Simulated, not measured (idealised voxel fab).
process module | voxel air gaps
cross-section cut | 200 nm wide | cells 5 nm
A cross-section is a grid of square cells, given in bands from the top down. A band is one or more rows of cells.
Each band's line starts with the height of the band's top and of its bottom, in nm. Then come its materials from left to right, each with its width in nm. One material with "throughout" fills the band from edge to edge. "air" is empty space.
Height 0 is the level under which the wafer as received is all one material. The lowest band goes on downwards, as in "0 down".
A width such as "30 to 40" changes by the same amount from each row of cells to the next, from the band's top row to its bottom row.
"no change" after a step means that no cell of the cross-section changed.
closed voids: empty space of 8 cells or more with no open way to the top, each as width x height at its distance from the left edge, in nm
after a step's settings: what the simulator itself notes on the step
overlay nm, on a step with a mask: how far to the right of its planned place the mask lay; to the left if negative
plan
1 op RECEIVE | material Si
2 op CONFORMAL_DEP | material SiO2 | thk nm 15
3 op CONFORMAL_DEP | material SiCN | thk nm 5
4 op DIRECTIONAL_DEP | material lowk | thk nm 30
5 op PATTERN | tone open | mask id LINES | material resist | width nm 20 | pitch nm 45 | thk nm 20 | overlay nm 0
6 op DIRECTIONAL_ETCH | etch materials lowk | depth nm 30
7 op STRIP | etch materials resist
8 op CONFORMAL_DEP | material TiN | thk nm 5
9 op FILL_DEP | material Ru | thk nm 5
10 op CMP | height nm 50
11 op EPI | material Ru | thk nm 10
12 op SELECTIVE_ETCH | etch materials lowk | depth nm 40
13 op CONFORMAL_DEP | material SiCN | thk nm 5
as received, after step 1
  0 down: Si throughout
  closed voids: none
first wafer at the end, as planned
  65 to 60: air 30 | SiCN 140 | air 30
  60 to 50: air 30 | SiCN 5 | Ru 40 | SiCN 5 | Ru 40 | SiCN 5 | Ru 40 | SiCN 5 | air 30
  50 to 45: air 30 | SiCN 15 | TiN 5 | Ru 10 | TiN 5 | SiCN 25 | TiN 5 | Ru 10 | TiN 5 | SiCN 25 | TiN 5 | Ru 10 | TiN 5 | SiCN 15 | air 30
  45 to 25: air 40 | SiCN 5 | TiN 5 | Ru 10 | TiN 5 | SiCN 5 | air 15 | SiCN 5 | TiN 5 | Ru 10 | TiN 5 | SiCN 5 | air 15 | SiCN 5 | TiN 5 | Ru 10 | TiN 5 | SiCN 5 | air 40
  25 to 20: SiCN 45 | TiN 20 | SiCN 25 | TiN 20 | SiCN 25 | TiN 20 | SiCN 45
  20 to 15: SiCN throughout
  15 to 0: SiO2 throughout
  0 down: Si throughout
  closed voids: 15 x 20 at 70; 15 x 20 at 115
second wafer at the end: like start, like plan, one mistake
  65 to 60: air 30 | SiCN 140 | air 30
  60 to 50: air 30 | SiCN 5 | Ru 40 | SiCN 5 | Ru 40 | SiCN 5 | Ru 40 | SiCN 5 | air 30
  50 to 45: air 30 | SiCN 15 | TiN 5 | Ru 10 | TiN 5 | SiCN 25 | TiN 5 | Ru 10 | TiN 5 | SiCN 25 | TiN 5 | Ru 10 | TiN 5 | SiCN 15 | air 30
  45 to 25: air 40 | SiCN 5 | TiN 5 | Ru 10 | TiN 5 | SiCN 5 | air 15 | SiCN 5 | TiN 5 | Ru 10 | TiN 5 | SiCN 5 | air 15 | SiCN 5 | TiN 5 | Ru 10 | TiN 5 | SiCN 5 | air 40
  25 to 20: SiCN 45 | TiN 20 | SiCN 25 | TiN 20 | SiCN 25 | TiN 20 | SiCN 45
  20 to 5: SiO2 throughout
  5 to 0: SiCN throughout
  0 down: Si throughout
  closed voids: 15 x 20 at 70; 15 x 20 at 115
what went wrong: steps 2 and 3 were swapped
at the end the second wafer has, in cells: as many of each material as the first, in other places
